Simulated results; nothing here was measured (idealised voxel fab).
Process module heading - voxel air gaps
Square cell edge 5 nm, section width 270 nm, ID cut.
We lay out every cross-section as a grid of square cells and spell it out in bands from the top down, where one band means one or more rows of cells.
Band: top and bottom heights (nm) first, top before bottom; then materials from left to right, widths in nm. "full width" marks a sole material filling the band edge to edge. "air" denotes empty space.
Counting heights begins at 0, where everything beneath is, in the wafer as received, one material. The lowest band has no bottom; it goes on downwards, as "0..down" shows.
When a width is written as two numbers, as in "30..40", the first number is the width in the top row of cells of the band and the second is the width in its bottom row, and the width changes by the same amount from each row to the next.
Given "no modification" for a step, no cell of the cross-section differs between before and after that step.
Voids not open to the top, 8 cells minimum: see "Entrapped voids". Written width x height at distance; distance is from the left edge; nm.
Text after the settings on a step's line: the simulator's own remark on that step.
A step line may carry the setting "overlay nm", which, for steps involving a mask, states the distance by which the mask lay to the right of its intended position; negative values denote displacement to the left.
[The steps planned for the process are as follows]
1: RECEIVE: material Si
2: CONFORMAL_DEP: material SiO2, thk nm 10
3: CONFORMAL_DEP: material SiN, thk nm 5
4: DIRECTIONAL_DEP: material lowk, thk nm 30
5: PATTERN: tone open, mask id LINES, material resist, width nm 20, pitch nm 45, thk nm 20, overlay nm 0
6: DIRECTIONAL_ETCH: etch materials lowk, depth nm 30
7: STRIP: etch materials resist
8: CONFORMAL_DEP: material TiN, thk nm 5
9: FILL_DEP: material Ru, thk nm 10
10: CMP: height nm 45
11: EPI: material Ru, thk nm 10
12: SELECTIVE_ETCH: etch materials lowk, depth nm 40
13: CONFORMAL_DEP: material SiCN, thk nm 5
[Wafer cross-section on receipt, i.e. after step 1]
    0..down = Si full width
    Entrapped voids: none
[First of two wafers: cross-section at end of module, run per plan]
    60..55 = air 65, then SiCN 140, then air 65
    55..45 = air 65, then SiCN 5, then Ru 40, then SiCN 5, then Ru 40, then SiCN 5, then Ru 40, then SiCN 5, then air 65
    45..40 = air 65, then SiCN 15, then TiN 5, then Ru 10, then TiN 5, then SiCN 25, then TiN 5, then Ru 10, then TiN 5, then SiCN 25, then TiN 5, then Ru 10, then TiN 5, then SiCN 15, then air 65
    40..20 = air 75, then SiCN 5, then TiN 5, then Ru 10, then TiN 5, then SiCN 5, then air 15, then SiCN 5, then TiN 5, then Ru 10, then TiN 5, then SiCN 5, then air 15, then SiCN 5, then TiN 5, then Ru 10, then TiN 5, then SiCN 5, then air 75
    20..15 = SiCN 80, then TiN 20, then SiCN 25, then TiN 20, then SiCN 25, then TiN 20, then SiCN 80
    15..10 = SiN full width
    10..0 = SiO2 full width
    0..down = Si full width
    Entrapped voids: 15 x 20 at 105; 15 x 20 at 150
[What the second wafer looks like in cross-section once the module is done. Its start and its plan matched the first wafer's exactly; what differed was one mistake in how it was run]
    60..55 = air 55, then SiCN 140, then air 75
    55..45 = air 55, then SiCN 5, then Ru 40, then SiCN 5, then Ru 40, then SiCN 5, then Ru 40, then SiCN 5, then air 75
    45..40 = air 55, then SiCN 15, then TiN 5, then Ru 10, then TiN 5, then SiCN 25, then TiN 5, then Ru 10, then TiN 5, then SiCN 25, then TiN 5, then Ru 10, then TiN 5, then SiCN 15, then air 75
    40..20 = air 65, then SiCN 5, then TiN 5, then Ru 10, then TiN 5, then SiCN 5, then air 15, then SiCN 5, then TiN 5, then Ru 10, then TiN 5, then SiCN 5, then air 15, then SiCN 5, then TiN 5, then Ru 10, then TiN 5, then SiCN 5, then air 85
    20..15 = SiCN 70, then TiN 20, then SiCN 25, then TiN 20, then SiCN 25, then TiN 20, then SiCN 90
    15..10 = SiN full width
    10..0 = SiO2 full width
    0..down = Si full width
    Entrapped voids: 15 x 20 at 95; 15 x 20 at 140
Here's what went sideways: rather than as planned, step 5 actually ran as PATTERN: tone open, mask id LINES, material resist, width nm 20, pitch nm 45, thk nm 20, overlay nm -10
Both wafers, final: cells per material equal; arrangement not.
